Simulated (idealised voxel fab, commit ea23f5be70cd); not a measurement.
Presented below is a process module, voxel wiring stack.
Shown is cross-section cut, with a width of 225 nm and square cells of size 5 nm.
Cross-section format: a grid of square cells, given as bands from top to bottom; each band is one or more rows of cells.
A band entry consists of two parts. The first gives the height of the band's top and the height of its bottom, in nm. The rest lists the band's materials from left to right, each with its width in nm. A single material labelled with the word "throughout" fills the band from edge to edge, and the word "air" marks empty space.
The reference from which all heights are counted is 0, the level beneath which the as-received wafer is entirely one material; the lowest band, having no lower bound, proceeds downward and is written after the example "0 -> down".
Quick explanation for "30..40": the width changes in equal steps down the rows of cells, from the first number in the band's top row to the second number in its bottom row.
Reading "same as before" for a step: not a cell of the cross-section changed in it.
"Closed void roster" means: voids of 8 cells or more that are shut off from the top with no open way through. Written width x height at distance, distance from the left edge, in nm.
Heads up: the bit after the settings on a step's line is the simulator's remark on that step.
Each step line may optionally specify "overlay nm", which for a step with a mask gives the rightward distance between the mask's planned place and where it lay, a negative value indicating the leftward direction.
Pairs ahead. Before: cross-section ahead of one process step. After: cross-section once the step is done, shown to the lowest changed band only. Under each pair: that step, with settings. Caution: pairs may come from different runs of this module on the same starting wafer; a pair follows the pair above only where its "Pre-step snapshot" entry says so.
[Pre-step snapshot]
110 -> 105 = TiN 20  air 5  TiN 50  air 5  TiN 50  air 5  TiN 50  air 5  TiN 35
105 -> 95 = lowk 15  TiN 5  air 5  TiN 5  lowk 40  TiN 5  air 5  TiN 5  lowk 40  TiN 5  air 5  TiN 5  lowk 40  TiN 5  air 5  TiN 5  lowk 30
95 -> 90 = SiCN 15  TiN 15  SiCN 40  TiN 15  SiCN 40  TiN 15  SiCN 40  TiN 15  SiCN 30
90 -> 80 = Ru throughout
80 -> 75 = TiN 20  Ru 20  TiN 35  Ru 20  TiN 35  Ru 20  TiN 35  Ru 20  TiN 20
75 -> 60 = SiO2 15  TiN 5  Ru 20  TiN 5  SiO2 25  TiN 5  Ru 20  TiN 5  SiO2 25  TiN 5  Ru 20  TiN 5  SiO2 25  TiN 5  Ru 20  TiN 5  SiO2 15
60 -> 55 = SiO2 15  TiN 5  Ru 5  TiN 20  SiO2 25  TiN 5  Ru 5  TiN 20  SiO2 25  TiN 5  Ru 5  TiN 20  SiO2 25  TiN 5  Ru 5  TiN 20  SiO2 15
55 -> 40 = SiO2 15  TiN 5  Ru 5  TiN 5  SiO2 40  TiN 5  Ru 5  TiN 5  SiO2 40  TiN 5  Ru 5  TiN 5  SiO2 40  TiN 5  Ru 5  TiN 5  SiO2 30
40 -> 35 = SiCN 15  TiN 15  SiCN 40  TiN 15  SiCN 40  TiN 15  SiCN 40  TiN 15  SiCN 30
35 -> 15 = lowk 10  SiCN 5  W 30  SiCN 5  lowk 15  SiCN 5  W 30  SiCN 5  lowk 15  SiCN 5  W 30  SiCN 5  lowk 15  SiCN 5  W 30  SiCN 5  lowk 10
15 -> 10 = SiCN 15  TiN 30  SiCN 25  TiN 30  SiCN 25  TiN 30  SiCN 25  TiN 30  SiCN 15
10 -> 0 = SiO2 throughout
0 -> down = Si throughout
Closed void roster: none
[Step Result]
120 -> 110 = W throughout
110 -> 105 = TiN 20  W 5  TiN 50  W 5  TiN 50  W 5  TiN 50  W 5  TiN 35
105 -> 95 = lowk 15  TiN 5  W 5  TiN 5  lowk 40  TiN 5  W 5  TiN 5  lowk 40  TiN 5  W 5  TiN 5  lowk 40  TiN 5  W 5  TiN 5  lowk 30
below 95: unchanged
Closed void roster: none
The structure goes from the before cross-section above to the after cross-section through FILL_DEP with material W, thk nm 10
Pre-step snapshot: The structure entering this step is exactly what the pair just above shows after its step.
[Step Result]
90 -> 80 = Ru throughout
below 80: unchanged
Closed void roster: none
The structure goes from the before cross-section above to the after cross-section through CMP with height nm 90
Pre-step snapshot: The structure entering this step is exactly what the pair just above shows after its step.
[Step Result]
95 -> 90 = TiN throughout
below 90: unchanged
Closed void roster: none
The structure goes from the before cross-section above to the after cross-section through DIRECTIONAL_DEP with material TiN, thk nm 5
Pre-step snapshot: The structure entering this step is exactly what the pair just above shows after its step.
[Step Result]
120 -> 95 = Ru throughout
below 95: unchanged
Closed void roster: none
The structure goes from the before cross-section above to the after cross-section through DIRECTIONAL_DEP with material Ru, thk nm 25
Pre-step snapshot: The structure entering this step is exactly what the pair just above shows after its step.
[Step Result]
130 -> 120 = aC throughout
below 120: unchanged
Closed void roster: none
The structure goes from the before cross-section above to the after cross-section through DIRECTIONAL_DEP with material aC, thk nm 10
Pre-step snapshot: The structure entering this step is exactly what the pair just above shows after its step.
[Step Result]
155 -> 130 = air 15  resist 30  air 25  resist 30  air 25  resist 30  air 25  resist 30  air 15
below 130: unchanged
Closed void roster: none
The structure goes from the before cross-section above to the after cross-section through PATTERN with tone cover, mask id METAL_3, material resist, width nm 30, pitch nm 55, thk nm 25, overlay nm 0
Pre-step snapshot: The structure entering this step is exactly what the pair just above shows after its step.
[Step Result]
145 -> 130 = air 15  resist 30  air 25  resist 30  air 25  resist 30  air 25  resist 30  air 15
130 -> 120 = air 15  aC 30  air 25  aC 30  air 25  aC 30  air 25  aC 30  air 15
below 120: unchanged
Closed void roster: none
The structure goes from the before cross-section above to the after cross-section through DIRECTIONAL_ETCH with etch materials aC, depth nm 10
Pre-step snapshot: The structure entering this step is exactly what the pair just above shows after its step.
[Step Result]
130 -> 120 = air 15  aC 30  air 25  aC 30  air 25  aC 30  air 25  aC 30  air 15
below 120: unchanged
Closed void roster: none
The structure goes from the before cross-section above to the after cross-section through STRIP with etch materials resist
Pre-step snapshot: The structure entering this step is exactly what the pair just above shows after its step.
[Step Result]
130 -> 120 = air 15  aC 30  air 25  aC 30  air 25  aC 30  air 25  aC 30  air 15
120 -> 95 = air 15  Ru 30  air 25  Ru 30  air 25  Ru 30  air 25  Ru 30  air 15
below 95: unchanged
Closed void roster: none
The structure goes from the before cross-section above to the after cross-section through DIRECTIONAL_ETCH with etch materials Ru, depth nm 25
Pre-step snapshot: The structure entering this step is exactly what the pair just above shows after its step.
[Step Result]
130 -> 120 = air 15  aC 30  air 25  aC 30  air 25  aC 30  air 25  aC 30  air 15
120 -> 95 = air 15  Ru 30  air 25  Ru 30  air 25  Ru 30  air 25  Ru 30  air 15
95 -> 90 = air 15  TiN 30  air 25  TiN 30  air 25  TiN 30  air 25  TiN 30  air 15
below 90: unchanged
Closed void roster: none
The structure goes from the before cross-section above to the after cross-section through DIRECTIONAL_ETCH with etch materials TiN, depth nm 5
Pre-step snapshot: The structure entering this step is exactly what the pair just above shows after its step.
[Step Result]
120 -> 95 = air 15  Ru 30  air 25  Ru 30  air 25  Ru 30  air 25  Ru 30  air 15
below 95: unchanged
Closed void roster: none
The structure goes from the before cross-section above to the after cross-section through STRIP with etch materials aC
Pre-step snapshot: The structure entering this step is exactly what the pair just above shows after its step.
[Step Result]
125 -> 120 = air 10  SiCN 40  air 15  SiCN 40  air 15  SiCN 40  air 15  SiCN 40  air 10
120 -> 95 = air 10  SiCN 5  Ru 30  SiCN 5  air 15  SiCN 5  Ru 30  SiCN 5  air 15  SiCN 5  Ru 30  SiCN 5  air 15  SiCN 5  Ru 30  SiCN 5  air 10
95 -> 90 = SiCN 15  TiN 30  SiCN 25  TiN 30  SiCN 25  TiN 30  SiCN 25  TiN 30  SiCN 15
below 90: unchanged
Closed void roster: none
The structure goes from the before cross-section above to the after cross-section through CONFORMAL_DEP with material SiCN, thk nm 5
Pre-step snapshot: The structure entering this step is exactly what the pair just above shows after its step.
[Step Result]
135 -> 125 = lowk throughout
125 -> 120 = lowk 10  SiCN 40  lowk 15  SiCN 40  lowk 15  SiCN 40  lowk 15  SiCN 40  lowk 10
120 -> 95 = lowk 10  SiCN 5  Ru 30  SiCN 5  lowk 15  SiCN 5  Ru 30  SiCN 5  lowk 15  SiCN 5  Ru 30  SiCN 5  lowk 15  SiCN 5  Ru 30  SiCN 5  lowk 10
below 95: unchanged
Closed void roster: none
The structure goes from the before cross-section above to the after cross-section through FILL_DEP with material lowk, thk nm 10
Pre-step snapshot: The structure entering this step is exactly what the pair just above shows after its step.
[Step Result]
120 -> 95 = lowk 10  SiCN 5  Ru 30  SiCN 5  lowk 15  SiCN 5  Ru 30  SiCN 5  lowk 15  SiCN 5  Ru 30  SiCN 5  lowk 15  SiCN 5  Ru 30  SiCN 5  lowk 10
below 95: unchanged
Closed void roster: none
The structure goes from the before cross-section above to the after cross-section through CMP with height nm 120
Pre-step snapshot: The structure entering this step is exactly what the pair just above shows after its step.
[Step Result]
125 -> 120 = SiN throughout
below 120: unchanged
Closed void roster: none
The structure goes from the before cross-section above to the after cross-section through CONFORMAL_DEP with material SiN, thk nm 5
[Pre-step snapshot]
90 -> 75 = aC 15  air 30  aC 25  air 30  aC 25  air 30  aC 25  air 30  aC 15
75 -> 55 = SiO2 15  air 30  SiO2 25  air 30  SiO2 25  air 30  SiO2 25  air 30  SiO2 15
55 -> 40 = SiO2 throughout
40 -> 35 = SiCN throughout
35 -> 15 = lowk 10  SiCN 5  W 30  SiCN 5  lowk 15  SiCN 5  W 30  SiCN 5  lowk 15  SiCN 5  W 30  SiCN 5  lowk 15  SiCN 5  W 30  SiCN 5  lowk 10
15 -> 10 = SiCN 15  TiN 30  SiCN 25  TiN 30  SiCN 25  TiN 30  SiCN 25  TiN 30  SiCN 15
10 -> 0 = SiO2 throughout
0 -> down = Si throughout
Closed void roster: none
[Step Result]
90 -> 75 = aC 15  air 30  aC 25  air 30  aC 25  air 30  aC 25  air 30  aC 15
75 -> 40 = SiO2 15  air 30  SiO2 25  air 30  SiO2 25  air 30  SiO2 25  air 30  SiO2 15
below 40: unchanged
Closed void roster: none
The structure goes from the before cross-section above to the after cross-section through DIRECTIONAL_ETCH with etch materials SiO2, depth nm 20
Pre-step snapshot: The structure entering this step is exactly what the pair just above shows after its step.
[Step Result]
75 -> 40 = SiO2 15  air 30  SiO2 25  air 30  SiO2 25  air 30  SiO2 25  air 30  SiO2 15
below 40: unchanged
Closed void roster: none
The structure goes from the before cross-section above to the after cross-section through STRIP with etch materials aC
Pre-step snapshot: The structure entering this step is exactly what the pair just above shows after its step.
[Step Result]
90 -> 75 = aC 15  air 30  aC 25  air 30  aC 25  air 30  aC 25  air 30  aC 15
75 -> 55 = SiO2 15  air 30  SiO2 25  air 30  SiO2 25  air 30  SiO2 25  air 30  SiO2 15
55 -> 40 = SiO2 15  aC 30  SiO2 25  aC 30  SiO2 25  aC 30  SiO2 25  aC 30  SiO2 15
below 40: unchanged
Closed void roster: none
The structure goes from the before cross-section above to the after cross-section through DIRECTIONAL_DEP with material aC, thk nm 15
Pre-step snapshot: The structure entering this step is exactly what the pair just above shows after its step.
[Step Result]
125 -> 90 = resist 15  air 15  resist 40  air 15  resist 40  air 15  resist 40  air 15  resist 30
90 -> 75 = aC 15  air 15  resist 15  aC 25  air 15  resist 15  aC 25  air 15  resist 15  aC 25  air 15  resist 15  aC 15
75 -> 55 = SiO2 15  air 15  resist 15  SiO2 25  air 15  resist 15  SiO2 25  air 15  resist 15  SiO2 25  air 15  resist 15  SiO2 15
below 55: unchanged
Closed void roster: none
The structure goes from the before cross-section above to the after cross-section through PATTERN with tone open, mask id METAL_2_HOLES, material resist, width nm 15, pitch nm 55, thk nm 35, overlay nm 0
Pre-step snapshot: The structure entering this step is exactly what the pair just above shows after its step.
[Step Result]
110 -> 90 = resist 15  air 15  resist 40  air 15  resist 40  air 15  resist 40  air 15  resist 30
90 -> 75 = aC 15  air 15  resist 15  aC 25  air 15  resist 15  aC 25  air 15  resist 15  aC 25  air 15  resist 15  aC 15
75 -> 55 = SiO2 15  air 15  resist 15  SiO2 25  air 15  resist 15  SiO2 25  air 15  resist 15  SiO2 25  air 15  resist 15  SiO2 15
55 -> 40 = SiO2 15  air 15  aC 15  SiO2 25  air 15  aC 15  SiO2 25  air 15  aC 15  SiO2 25  air 15  aC 15  SiO2 15
below 40: unchanged
Closed void roster: none
The structure goes from the before cross-section above to the after cross-section through DIRECTIONAL_ETCH with etch materials aC, depth nm 15
Pre-step snapshot: The structure entering this step is exactly what the pair just above shows after its step.
[Step Result]
90 -> 75 = aC 15  air 30  aC 25  air 30  aC 25  air 30  aC 25  air 30  aC 15
75 -> 55 = SiO2 15  air 30  SiO2 25  air 30  SiO2 25  air 30  SiO2 25  air 30  SiO2 15
below 55: unchanged
Closed void roster: none
The structure goes from the before cross-section above to the after cross-section through STRIP with etch materials resist
Pre-step snapshot: The structure entering this step is exactly what the pair just above shows after its step.
[Step Result]
90 -> 75 = aC 15  air 30  aC 25  air 30  aC 25  air 30  aC 25  air 30  aC 15
75 -> 55 = SiO2 15  air 30  SiO2 25  air 30  SiO2 25  air 30  SiO2 25  air 30  SiO2 15
55 -> 40 = SiO2 15  air 15  aC 15  SiO2 25  air 15  aC 15  SiO2 25  air 15  aC 15  SiO2 25  air 15  aC 15  SiO2 15
40 -> 35 = SiCN 15  air 15  SiCN 40  air 15  SiCN 40  air 15  SiCN 40  air 15  SiCN 30
below 35: unchanged
Closed void roster: none
The structure goes from the before cross-section above to the after cross-section through DIRECTIONAL_ETCH with etch materials SiCN, depth nm 5
Pre-step snapshot: The structure entering this step is exactly what the pair just above shows after its step.
[Step Result]
75 -> 40 = SiO2 15  air 30  SiO2 25  air 30  SiO2 25  air 30  SiO2 25  air 30  SiO2 15
below 40: unchanged
Closed void roster: none
The structure goes from the before cross-section above to the after cross-section through STRIP with etch materials aC
Pre-step snapshot: The structure entering this step is exactly what the pair just above shows after its step.
[Step Result]
80 -> 75 = TiN 20  air 20  TiN 35  air 20  TiN 35  air 20  TiN 35  air 20  TiN 20
75 -> 45 = SiO2 15  TiN 5  air 20  TiN 5  SiO2 25  TiN 5  air 20  TiN 5  SiO2 25  TiN 5  air 20  TiN 5  SiO2 25  TiN 5  air 20  TiN 5  SiO2 15
45 -> 40 = SiO2 15  TiN 5  air 5  TiN 20  SiO2 25  TiN 5  air 5  TiN 20  SiO2 25  TiN 5  air 5  TiN 20  SiO2 25  TiN 5  air 5  TiN 20  SiO2 15
40 -> 35 = SiCN 15  TiN 15  SiCN 40  TiN 15  SiCN 40  TiN 15  SiCN 40  TiN 15  SiCN 30
below 35: unchanged
Closed void roster: none
The structure goes from the before cross-section above to the after cross-section through CONFORMAL_DEP with material TiN, thk nm 5
Pre-step snapshot: The structure entering this step is exactly what the pair just above shows after its step.
[Step Result]
90 -> 80 = Ru throughout
80 -> 75 = TiN 20  Ru 20  TiN 35  Ru 20  TiN 35  Ru 20  TiN 35  Ru 20  TiN 20
75 -> 45 = SiO2 15  TiN 5  Ru 20  TiN 5  SiO2 25  TiN 5  Ru 20  TiN 5  SiO2 25  TiN 5  Ru 20  TiN 5  SiO2 25  TiN 5  Ru 20  TiN 5  SiO2 15
45 -> 40 = SiO2 15  TiN 5  Ru 5  TiN 20  SiO2 25  TiN 5  Ru 5  TiN 20  SiO2 25  TiN 5  Ru 5  TiN 20  SiO2 25  TiN 5  Ru 5  TiN 20  SiO2 15
below 40: unchanged
Closed void roster: none
The structure goes from the before cross-section above to the after cross-section through FILL_DEP with material Ru, thk nm 10
Pre-step snapshot: The structure entering this step is exactly what the pair just above shows after its step.
[Step Result]
75 -> 45 = SiO2 15  TiN 5  Ru 20  TiN 5  SiO2 25  TiN 5  Ru 20  TiN 5  SiO2 25  TiN 5  Ru 20  TiN 5  SiO2 25  TiN 5  Ru 20  TiN 5  SiO2 15
below 45: unchanged
Closed void roster: none
The structure goes from the before cross-section above to the after cross-section through CMP with height nm 75
Pre-step snapshot: The structure entering this step is exactly what the pair just above shows after its step.
[Step Result]
80 -> 75 = SiCN throughout
below 75: unchanged
Closed void roster: none
The structure goes from the before cross-section above to the after cross-section through CONFORMAL_DEP with material SiCN, thk nm 5
Pre-step snapshot: The structure entering this step is exactly what the pair just above shows after its step.
[Step Result]
90 -> 80 = lowk throughout
below 80: unchanged
Closed void roster: none
The structure goes from the before cross-section above to the after cross-section through DIRECTIONAL_DEP with material lowk, thk nm 10
Pre-step snapshot: The structure entering this step is exactly what the pair just above shows after its step.
[Step Result]
100 -> 90 = aC throughout
below 90: unchanged
Closed void roster: none
The structure goes from the before cross-section above to the after cross-section through DIRECTIONAL_DEP with material aC, thk nm 10
Pre-step snapshot: The structure entering this step is exactly what the pair just above shows after its step.
[Step Result]
130 -> 100 = resist 15  air 15  resist 40  air 15  resist 40  air 15  resist 40  air 15  resist 30
below 100: unchanged
Closed void roster: none
The structure goes from the before cross-section above to the after cross-section through PATTERN with tone open, mask id PLUG_2, material resist, width nm 15, pitch nm 55, thk nm 30, overlay nm 0
Pre-step snapshot: The structure entering this step is exactly what the pair just above shows after its step.
[Step Result]
120 -> 100 = resist 15  air 15  resist 40  air 15  resist 40  air 15  resist 40  air 15  resist 30
100 -> 90 = aC 15  air 15  aC 40  air 15  aC 40  air 15  aC 40  air 15  aC 30
below 90: unchanged
Closed void roster: none
The structure goes from the before cross-section above to the after cross-section through DIRECTIONAL_ETCH with etch materials aC, depth nm 10
Pre-step snapshot: The structure entering this step is exactly what the pair just above shows after its step.
[Step Result]
100 -> 90 = aC 15  air 15  aC 40  air 15  aC 40  air 15  aC 40  air 15  aC 30
below 90: unchanged
Closed void roster: none
The structure goes from the before cross-section above to the after cross-section through STRIP with etch materials resist
Pre-step snapshot: The structure entering this step is exactly what the pair just above shows after its step.
[Step Result]
100 -> 90 = aC 15  air 15  aC 40  air 15  aC 40  air 15  aC 40  air 15  aC 30
90 -> 80 = lowk 15  air 15  lowk 40  air 15  lowk 40  air 15  lowk 40  air 15  lowk 30
below 80: unchanged
Closed void roster: none
The structure goes from the before cross-section above to the after cross-section through DIRECTIONAL_ETCH with etch materials lowk, depth nm 10
Pre-step snapshot: The structure entering this step is exactly what the pair just above shows after its step.
[Step Result]
100 -> 90 = aC 15  air 15  aC 40  air 15  aC 40  air 15  aC 40  air 15  aC 30
90 -> 80 = lowk 15  air 15  lowk 40  air 15  lowk 40  air 15  lowk 40  air 15  lowk 30
80 -> 75 = SiCN 15  air 15  SiCN 40  air 15  SiCN 40  air 15  SiCN 40  air 15  SiCN 30
below 75: unchanged
Closed void roster: none
The structure goes from the before cross-section above to the after cross-section through DIRECTIONAL_ETCH with etch materials SiCN, depth nm 5
Pre-step snapshot: The structure entering this step is exactly what the pair just above shows after its step.
[Step Result]
90 -> 80 = lowk 15  air 15  lowk 40  air 15  lowk 40  air 15  lowk 40  air 15  lowk 30
below 80: unchanged
Closed void roster: none
The structure goes from the before cross-section above to the after cross-section through STRIP with etch materials aC
Pre-step snapshot: The structure entering this step is exactly what the pair just above shows after its step.
[Step Result]
95 -> 90 = TiN 20  air 5  TiN 50  air 5  TiN 50  air 5  TiN 50  air 5  TiN 35
90 -> 80 = lowk 15  TiN 5  air 5  TiN 5  lowk 40  TiN 5  air 5  TiN 5  lowk 40  TiN 5  air 5  TiN 5  lowk 40  TiN 5  air 5  TiN 5  lowk 30
80 -> 75 = SiCN 15  TiN 15  SiCN 40  TiN 15  SiCN 40  TiN 15  SiCN 40  TiN 15  SiCN 30
below 75: unchanged
Closed void roster: none
The structure goes from the before cross-section above to the after cross-section through CONFORMAL_DEP with material TiN, thk nm 5
Pre-step snapshot: The structure entering this step is exactly what the pair just above shows after its step.
[Step Result]
105 -> 95 = W throughout
95 -> 90 = TiN 20  W 5  TiN 50  W 5  TiN 50  W 5  TiN 50  W 5  TiN 35
90 -> 80 = lowk 15  TiN 5  W 5  TiN 5  lowk 40  TiN 5  W 5  TiN 5  lowk 40  TiN 5  W 5  TiN 5  lowk 40  TiN 5  W 5  TiN 5  lowk 30
below 80: unchanged
Closed void roster: none
The structure goes from the before cross-section above to the after cross-section through FILL_DEP with material W, thk nm 10
Pre-step snapshot: The structure entering this step is exactly what the pair just above shows after its step.
[Step Result]
90 -> 80 = lowk 15  TiN 5  W 5  TiN 5  lowk 40  TiN 5  W 5  TiN 5  lowk 40  TiN 5  W 5  TiN 5  lowk 40  TiN 5  W 5  TiN 5  lowk 30
below 80: unchanged
Closed void roster: none
The structure goes from the before cross-section above to the after cross-section through CMP with height nm 90
Pre-step snapshot: The structure entering this step is exactly what the pair just above shows after its step.
[Step Result]
95 -> 90 = TiN throughout
below 90: unchanged
Closed void roster: none
The structure goes from the before cross-section above to the after cross-section through DIRECTIONAL_DEP with material TiN, thk nm 5
Pre-step snapshot: The structure entering this step is exactly what the pair just above shows after its step.
[Step Result]
120 -> 95 = Ru throughout
below 95: unchanged
Closed void roster: none
The structure goes from the before cross-section above to the after cross-section through DIRECTIONAL_DEP with material Ru, thk nm 25
Pre-step snapshot: The structure entering this step is exactly what the pair just above shows after its step.
[Step Result]
130 -> 120 = aC throughout
below 120: unchanged
Closed void roster: none
The structure goes from the before cross-section above to the after cross-section through DIRECTIONAL_DEP with material aC, thk nm 10
Pre-step snapshot: The structure entering this step is exactly what the pair just above shows after its step.
[Step Result]
155 -> 130 = air 15  resist 30  air 25  resist 30  air 25  resist 30  air 25  resist 30  air 15
below 130: unchanged
Closed void roster: none
The structure goes from the before cross-section above to the after cross-section through PATTERN with tone cover, mask id METAL_3, material resist, width nm 30, pitch nm 55, thk nm 25, overlay nm 0
Pre-step snapshot: The structure entering this step is exactly what the pair just above shows after its step.
[Step Result]
145 -> 130 = air 15  resist 30  air 25  resist 30  air 25  resist 30  air 25  resist 30  air 15
130 -> 120 = air 15  aC 30  air 25  aC 30  air 25  aC 30  air 25  aC 30  air 15
below 120: unchanged
Closed void roster: none
The structure goes from the before cross-section above to the after cross-section through DIRECTIONAL_ETCH with etch materials aC, depth nm 10
Pre-step snapshot: The structure entering this step is exactly what the pair just above shows after its step.
[Step Result]
130 -> 120 = air 15  aC 30  air 25  aC 30  air 25  aC 30  air 25  aC 30  air 15
below 120: unchanged
Closed void roster: none
The structure goes from the before cross-section above to the after cross-section through STRIP with etch materials resist
Pre-step snapshot: The structure entering this step is exactly what the pair just above shows after its step.
[Step Result]
130 -> 120 = air 15  aC 30  air 25  aC 30  air 25  aC 30  air 25  aC 30  air 15
120 -> 95 = air 15  Ru 30  air 25  Ru 30  air 25  Ru 30  air 25  Ru 30  air 15
below 95: unchanged
Closed void roster: none
The structure goes from the before cross-section above to the after cross-section through DIRECTIONAL_ETCH with etch materials Ru, depth nm 25
Pre-step snapshot: The structure entering this step is exactly what the pair just above shows after its step.
[Step Result]
130 -> 120 = air 15  aC 30  air 25  aC 30  air 25  aC 30  air 25  aC 30  air 15
120 -> 95 = air 15  Ru 30  air 25  Ru 30  air 25  Ru 30  air 25  Ru 30  air 15
95 -> 90 = air 15  TiN 30  air 25  TiN 30  air 25  TiN 30  air 25  TiN 30  air 15
below 90: unchanged
Closed void roster: none
The structure goes from the before cross-section above to the after cross-section through DIRECTIONAL_ETCH with etch materials TiN, depth nm 5
Pre-step snapshot: The structure entering this step is exactly what the pair just above shows after its step.
[Step Result]
120 -> 95 = air 15  Ru 30  air 25  Ru 30  air 25  Ru 30  air 25  Ru 30  air 15
below 95: unchanged
Closed void roster: none
The structure goes from the before cross-section above to the after cross-section through STRIP with etch materials aC
Pre-step snapshot: The structure entering this step is exactly what the pair just above shows after its step.
[Step Result]
125 -> 120 = air 10  SiCN 40  air 15  SiCN 40  air 15  SiCN 40  air 15  SiCN 40  air 10
120 -> 95 = air 10  SiCN 5  Ru 30  SiCN 5  air 15  SiCN 5  Ru 30  SiCN 5  air 15  SiCN 5  Ru 30  SiCN 5  air 15  SiCN 5  Ru 30  SiCN 5  air 10
95 -> 90 = SiCN 15  TiN 30  SiCN 25  TiN 30  SiCN 25  TiN 30  SiCN 25  TiN 30  SiCN 15
below 90: unchanged
Closed void roster: none
The structure goes from the before cross-section above to the after cross-section through CONFORMAL_DEP with material SiCN, thk nm 5
Pre-step snapshot: The structure entering this step is exactly what the pair just above shows after its step.
[Step Result]
135 -> 125 = lowk throughout
125 -> 120 = lowk 10  SiCN 40  lowk 15  SiCN 40  lowk 15  SiCN 40  lowk 15  SiCN 40  lowk 10
120 -> 95 = lowk 10  SiCN 5  Ru 30  SiCN 5  lowk 15  SiCN 5  Ru 30  SiCN 5  lowk 15  SiCN 5  Ru 30  SiCN 5  lowk 15  SiCN 5  Ru 30  SiCN 5  lowk 10
below 95: unchanged
Closed void roster: none
The structure goes from the before cross-section above to the after cross-section through FILL_DEP with material lowk, thk nm 10
Pre-step snapshot: The structure entering this step is exactly what the pair just above shows after its step.
[Step Result]
120 -> 95 = lowk 10  SiCN 5  Ru 30  SiCN 5  lowk 15  SiCN 5  Ru 30  SiCN 5  lowk 15  SiCN 5  Ru 30  SiCN 5  lowk 15  SiCN 5  Ru 30  SiCN 5  lowk 10
below 95: unchanged
Closed void roster: none
The structure goes from the before cross-section above to the after cross-section through CMP with height nm 120
Pre-step snapshot: The structure entering this step is exactly what the pair just above shows after its step.
[Step Result]
125 -> 120 = SiN throughout
below 120: unchanged
Closed void roster: none
The structure goes from the before cross-section above to the after cross-section through CONFORMAL_DEP with material SiN, thk nm 5
[Pre-step snapshot]
0 -> down = Si throughout
Closed void roster: none
[Step Result]
5 -> 0 = TiN throughout
below 0: unchanged
Closed void roster: none
The structure goes from the before cross-section above to the after cross-section through DIRECTIONAL_DEP with material TiN, thk nm 5
Pre-step snapshot: The structure entering this step is exactly what the pair just above shows after its step.
[Step Result]
15 -> 5 = SiO2 throughout
below 5: unchanged
Closed void roster: none
The structure goes from the before cross-section above to the after cross-section through CONFORMAL_DEP with material SiO2, thk nm 10
Pre-step snapshot: The structure entering this step is exactly what the pair just above shows after its step.
[Step Result]
35 -> 15 = W throughout
below 15: unchanged
Closed void roster: none
The structure goes from the before cross-section above to the after cross-section through DIRECTIONAL_DEP with material W, thk nm 20
Pre-step snapshot: The structure entering this step is exactly what the pair just above shows after its step.
[Step Result]
50 -> 35 = aC throughout
below 35: unchanged
Closed void roster: none
The structure goes from the before cross-section above to the after cross-section through DIRECTIONAL_DEP with material aC, thk nm 15
Pre-step snapshot: The structure entering this step is exactly what the pair just above shows after its step.
[Step Result]
80 -> 50 = air 15  resist 30  air 25  resist 30  air 25  resist 30  air 25  resist 30  air 15
below 50: unchanged
Closed void roster: none
The structure goes from the before cross-section above to the after cross-section through PATTERN with tone cover, mask id METAL_1, material resist, width nm 30, pitch nm 55, thk nm 30, overlay nm 0
Pre-step snapshot: The structure entering this step is exactly what the pair just above shows after its step.
[Step Result]
65 -> 50 = air 15  resist 30  air 25  resist 30  air 25  resist 30  air 25  resist 30  air 15
50 -> 35 = air 15  aC 30  air 25  aC 30  air 25  aC 30  air 25  aC 30  air 15
below 35: unchanged
Closed void roster: none
The structure goes from the before cross-section above to the after cross-section through DIRECTIONAL_ETCH with etch materials aC, depth nm 15
Pre-step snapshot: The structure entering this step is exactly what the pair just above shows after its step.
[Step Result]
50 -> 35 = air 15  aC 30  air 25  aC 30  air 25  aC 30  air 25  aC 30  air 15
below 35: unchanged
Closed void roster: none
The structure goes from the before cross-section above to the after cross-section through STRIP with etch materials resist
Pre-step snapshot: The structure entering this step is exactly what the pair just above shows after its step.
[Step Result]
50 -> 35 = air 15  aC 30  air 25  aC 30  air 25  aC 30  air 25  aC 30  air 15
35 -> 15 = air 15  W 30  air 25  W 30  air 25  W 30  air 25  W 30  air 15
below 15: unchanged
Closed void roster: none
The structure goes from the before cross-section above to the after cross-section through DIRECTIONAL_ETCH with etch materials W, depth nm 20
Pre-step snapshot: The structure entering this step is exactly what the pair just above shows after its step.
[Step Result]
35 -> 15 = air 15  W 30  air 25  W 30  air 25  W 30  air 25  W 30  air 15
below 15: unchanged
Closed void roster: none
The structure goes from the before cross-section above to the after cross-section through STRIP with etch materials aC
Pre-step snapshot: The structure entering this step is exactly what the pair just above shows after its step.
[Step Result]
40 -> 35 = air 10  SiCN 40  air 15  SiCN 40  air 15  SiCN 40  air 15  SiCN 40  air 10
35 -> 20 = air 10  SiCN 5  W 30  SiCN 5  air 15  SiCN 5  W 30  SiCN 5  air 15  SiCN 5  W 30  SiCN 5  air 15  SiCN 5  W 30  SiCN 5  air 10
20 -> 15 = SiCN 15  W 30  SiCN 25  W 30  SiCN 25  W 30  SiCN 25  W 30  SiCN 15
below 15: unchanged
Closed void roster: none
The structure goes from the before cross-section above to the after cross-section through CONFORMAL_DEP with material SiCN, thk nm 5
Pre-step snapshot: The structure entering this step is exactly what the pair just above shows after its step.
[Step Result]
45 -> 40 = lowk throughout
40 -> 35 = lowk 10  SiCN 40  lowk 15  SiCN 40  lowk 15  SiCN 40  lowk 15  SiCN 40  lowk 10
35 -> 20 = lowk 10  SiCN 5  W 30  SiCN 5  lowk 15  SiCN 5  W 30  SiCN 5  lowk 15  SiCN 5  W 30  SiCN 5  lowk 15  SiCN 5  W 30  SiCN 5  lowk 10
below 20: unchanged
Closed void roster: none
The structure goes from the before cross-section above to the after cross-section through FILL_DEP with material lowk, thk nm 5
Pre-step snapshot: The structure entering this step is exactly what the pair just above shows after its step.
[Step Result]
35 -> 20 = lowk 10  SiCN 5  W 30  SiCN 5  lowk 15  SiCN 5  W 30  SiCN 5  lowk 15  SiCN 5  W 30  SiCN 5  lowk 15  SiCN 5  W 30  SiCN 5  lowk 10
below 20: unchanged
Closed void roster: none
The structure goes from the before cross-section above to the after cross-section through CMP with height nm 35
Pre-step snapshot: The structure entering this step is exactly what the pair just above shows after its step.
[Step Result]
40 -> 35 = SiCN throughout
below 35: unchanged
Closed void roster: none
The structure goes from the before cross-section above to the after cross-section through CONFORMAL_DEP with material SiCN, thk nm 5
Pre-step snapshot: The structure entering this step is exactly what the pair just above shows after its step.
[Step Result]
75 -> 40 = SiO2 throughout
below 40: unchanged
Closed void roster: none
The structure goes from the before cross-section above to the after cross-section through DIRECTIONAL_DEP with material SiO2, thk nm 35
Pre-step snapshot: The structure entering this step is exactly what the pair just above shows after its step.
[Step Result]
90 -> 75 = aC throughout
below 75: unchanged
Closed void roster: none
The structure goes from the before cross-section above to the after cross-section through DIRECTIONAL_DEP with material aC, thk nm 15
